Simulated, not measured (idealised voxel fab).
Process module name: voxel transistor to metal
Each square cell in cross-section cut measures 5 nm, and the section as a whole is 165 nm wide.
If you're reading a cross-section in this doc, picture square cells in a grid; it comes to you as bands, top ones listed first down to the bottom, and a band can be one or more rows of cells.
A band entry consists of two parts. The first gives the height of the band's top and the height of its bottom, in nm. The rest lists the band's materials from left to right, each with its width in nm. A single material labelled with the word "edge to edge" fills the band from edge to edge, and the word "air" marks empty space.
Zero point of the height axis is 0; under it, received wafer = one material. Lowest band: continues down indefinitely, "top 0, no bottom".
Think of "30..40" as a width that walks from the first number to the second as you go down the band, top row to bottom row, taking equal-sized steps from row to row.
Where a step carries "identical to before", the cross-section came out of it unchanged, cell for cell.
Basically, "Closed void listing" tells you about the enclosed voids: empty spaces with no open way to the top, 8 cells or bigger, each written width x height at distance, where distance is from the left edge, all in nm.
It should be noted that, on the line of a given step, the content following the step's settings is a remark produced by the simulator itself with respect to that step.
"overlay nm" denotes, for a step that has a mask, the displacement of the mask to the right of its planned place, with negative values corresponding to the left.
LIST OF PLANNED PROCESS STEPS
1 RECEIVE with material Si
2 CONFORMAL_DEP with material SiO2, thk nm 5
3 CONFORMAL_DEP with material SiN, thk nm 15
4 DIRECTIONAL_DEP with material aC, thk nm 10
5 PATTERN with tone cover, mask id ACTIVE, material resist, width nm 105, thk nm 30, overlay nm 0
6 DIRECTIONAL_ETCH with etch materials aC, depth nm 10
7 STRIP with etch materials resist
8 DIRECTIONAL_ETCH with etch materials SiN, depth nm 15
9 DIRECTIONAL_ETCH with etch materials SiO2, depth nm 5
10 DIRECTIONAL_ETCH with etch materials Si, depth nm 30
11 STRIP with etch materials aC
12 OXIDIZE with depth nm 5
13 FILL_DEP with material SiO2, thk nm 10
14 CMP with height nm 20
15 SELECTIVE_ETCH with etch materials SiO2, depth nm 10
16 STRIP with etch materials SiN
17 SELECTIVE_ETCH with etch materials SiO2, depth nm 5
18 OXIDIZE with depth nm 5
19 DIRECTIONAL_DEP with material polySi, thk nm 20
20 DIRECTIONAL_DEP with material SiCN, thk nm 10
21 PATTERN with tone cover, mask id GATE, material resist, width nm 35, thk nm 20, overlay nm 0
22 DIRECTIONAL_ETCH with etch materials SiCN, depth nm 20
23 DIRECTIONAL_ETCH with etch materials polySi, depth nm 30
24 STRIP with etch materials resist
25 CONFORMAL_DEP with material SiO2, thk nm 5
26 DIRECTIONAL_ETCH with etch materials SiO2, depth nm 5
27 CONFORMAL_DEP with material SiN, thk nm 10
28 DIRECTIONAL_ETCH with etch materials SiN, depth nm 10
29 DIRECTIONAL_ETCH with etch materials SiO2, depth nm 5
30 DIRECTIONAL_ETCH with etch materials Si, depth nm 5
31 EPI with material pSi, thk nm 5
32 FILL_DEP with material SiO2, thk nm 10
33 CMP with height nm 20
34 STRIP with etch materials polySi
35 SELECTIVE_ETCH with etch materials SiO2, depth nm 5
36 CONFORMAL_DEP with material HfO2, thk nm 5
37 CONFORMAL_DEP with material TiN, thk nm 5
38 FILL_DEP with material W, thk nm 10
39 CMP with height nm 15
40 DIRECTIONAL_DEP with material SiO2, thk nm 15
41 DIRECTIONAL_DEP with material aC, thk nm 10
42 PATTERN with tone open, mask id CONTACT, material resist, width nm 15, pitch nm 80, thk nm 30, overlay nm 0
43 DIRECTIONAL_ETCH with etch materials aC, depth nm 10
44 STRIP with etch materials resist
45 DIRECTIONAL_ETCH with etch materials SiO2, depth nm 30
46 STRIP with etch materials aC
47 CONFORMAL_DEP with material TiN, thk nm 5
48 FILL_DEP with material Ru, thk nm 5
49 CMP with height nm 30
50 DIRECTIONAL_DEP with material TiN, thk nm 5
51 DIRECTIONAL_DEP with material Ru, thk nm 20
52 MASKED_ETCH with tone cover, mask id METAL_1, width nm 15, pitch nm 80, etch materials Ru, depth nm 20, overlay nm 0
53 MASKED_ETCH with tone cover, mask id METAL_1, width nm 15, pitch nm 80, etch materials TiN, depth nm 5, overlay nm 0
54 CONFORMAL_DEP with material SiN, thk nm 5
55 FILL_DEP with material lowk, thk nm 10
56 CMP with height nm 55
57 CONFORMAL_DEP with material SiCN, thk nm 5
58 DIRECTIONAL_DEP with material SiO2, thk nm 25
59 DIRECTIONAL_DEP with material aC, thk nm 10
60 PATTERN with tone open, mask id METAL_2, material resist, width nm 15, pitch nm 80, thk nm 25, overlay nm 0
61 DIRECTIONAL_ETCH with etch materials aC, depth nm 10
62 STRIP with etch materials resist
63 DIRECTIONAL_ETCH with etch materials SiO2, depth nm 15
64 STRIP with etch materials aC
65 MASKED_ETCH with tone open, mask id METAL_2_HOLES, width nm 15, pitch nm 80, etch materials SiO2, depth nm 10, overlay nm 0
66 MASKED_ETCH with tone open, mask id METAL_2_HOLES, width nm 15, pitch nm 80, etch materials SiCN, depth nm 5, overlay nm 0
67 CONFORMAL_DEP with material TiN, thk nm 5
68 FILL_DEP with material Cu, thk nm 10
69 CMP with height nm 85
70 CONFORMAL_DEP with material SiN, thk nm 5
AS-RECEIVED STATE OF THE WAFER IN CROSS-SECTION, EQUIVALENT TO POST-STEP 1
- top 0, no bottom: Si edge to edge
- Closed void listing: none
FIRST OF TWO WAFERS AT THE END OF THE MODULE, SHOWN IN CROSS-SECTION; RUN CARRIED OUT AS PLANNED
- top 90, bottom 85: SiN edge to edge
- top 85, bottom 60: SiO2: 35 | TiN: 5 | Cu: 5 | TiN: 5 | SiO2: 65 | TiN: 5 | Cu: 5 | TiN: 5 | SiO2: 35
- top 60, bottom 55: SiCN: 35 | TiN: 15 | SiCN: 65 | TiN: 15 | SiCN: 35
- top 55, bottom 35: lowk: 30 | SiN: 5 | Ru: 15 | SiN: 5 | lowk: 55 | SiN: 5 | Ru: 15 | SiN: 5 | lowk: 30
- top 35, bottom 30: SiN: 35 | TiN: 15 | SiN: 65 | TiN: 15 | SiN: 35
- top 30, bottom 15: SiO2: 35 | TiN: 5 | Ru: 5 | TiN: 5 | SiO2: 65 | TiN: 5 | Ru: 5 | TiN: 5 | SiO2: 35
- top 15, bottom 10: SiO2: 35 | TiN: 5 | Ru: 5 | TiN: 5 | SiN: 10 | HfO2: 5 | TiN: 5 | W: 25 | TiN: 5 | HfO2: 5 | SiN: 10 | TiN: 5 | Ru: 5 | TiN: 5 | SiO2: 35
- top 10, bottom 5: SiO2: 35 | TiN: 15 | SiN: 10 | HfO2: 5 | TiN: 5 | W: 25 | TiN: 5 | HfO2: 5 | SiN: 10 | TiN: 15 | SiO2: 35
- top 5, bottom 0: SiO2: 30 | SiN: 10 | TiN: 10 | SiN: 10 | HfO2: 5 | TiN: 35 | HfO2: 5 | SiN: 10 | TiN: 10 | SiN: 10 | SiO2: 30
- top 0, bottom -5: SiO2: 40 | pSi: 10 | SiO2: 10 | HfO2: 45 | SiO2: 10 | pSi: 10 | SiO2: 40
- top -5, bottom -10: SiO2: 35 | Si: 5 | pSi: 10 | Si: 65 | pSi: 10 | Si: 5 | SiO2: 35
- top -10, bottom -35: SiO2: 35 | Si: 95 | SiO2: 35
- top -35, no bottom: Si edge to edge
- Closed void listing: none
WAFER TWO CROSS-SECTION, MODULE END. START AND PLAN UNCHANGED FROM WAFER ONE; ONE MISTAKE MADE DURING THE RUN
- top 90, bottom 85: SiN edge to edge
- top 85, bottom 80: Cu edge to edge
- top 80, bottom 75: TiN: 40 | Cu: 5 | TiN: 75 | Cu: 5 | TiN: 40
- top 75, bottom 70: SiO2: 35 | TiN: 15 | SiO2: 65 | TiN: 15 | SiO2: 35
- top 70, bottom 60: SiO2 edge to edge
- top 60, bottom 55: SiCN edge to edge
- top 55, bottom 35: lowk: 30 | SiN: 5 | Ru: 15 | SiN: 5 | lowk: 55 | SiN: 5 | Ru: 15 | SiN: 5 | lowk: 30
- top 35, bottom 30: SiN: 35 | TiN: 15 | SiN: 65 | TiN: 15 | SiN: 35
- top 30, bottom 15: SiO2: 35 | TiN: 5 | Ru: 5 | TiN: 5 | SiO2: 65 | TiN: 5 | Ru: 5 | TiN: 5 | SiO2: 35
- top 15, bottom 10: SiO2: 35 | TiN: 5 | Ru: 5 | TiN: 5 | SiN: 10 | HfO2: 5 | TiN: 5 | W: 25 | TiN: 5 | HfO2: 5 | SiN: 10 | TiN: 5 | Ru: 5 | TiN: 5 | SiO2: 35
- top 10, bottom 5: SiO2: 35 | TiN: 15 | SiN: 10 | HfO2: 5 | TiN: 5 | W: 25 | TiN: 5 | HfO2: 5 | SiN: 10 | TiN: 15 | SiO2: 35
- top 5, bottom 0: SiO2: 30 | SiN: 10 | TiN: 10 | SiN: 10 | HfO2: 5 | TiN: 35 | HfO2: 5 | SiN: 10 | TiN: 10 | SiN: 10 | SiO2: 30
- top 0, bottom -5: SiO2: 40 | pSi: 10 | SiO2: 10 | HfO2: 45 | SiO2: 10 | pSi: 10 | SiO2: 40
- top -5, bottom -10: SiO2: 35 | Si: 5 | pSi: 10 | Si: 65 | pSi: 10 | Si: 5 | SiO2: 35
- top -10, bottom -35: SiO2: 35 | Si: 95 | SiO2: 35
- top -35, no bottom: Si edge to edge
- Closed void listing: none
Short version of what went wrong: step 65 ran as: MASKED_ETCH with tone cover, mask id METAL_2_HOLES, width nm 15, pitch nm 80, etch materials SiO2, depth nm 10, overlay nm 0
Wafer comparison, final, in cells, second relative to first, materials more or fewer: +25 Cu, +6 SiCN, -42 SiO2, +11 TiN
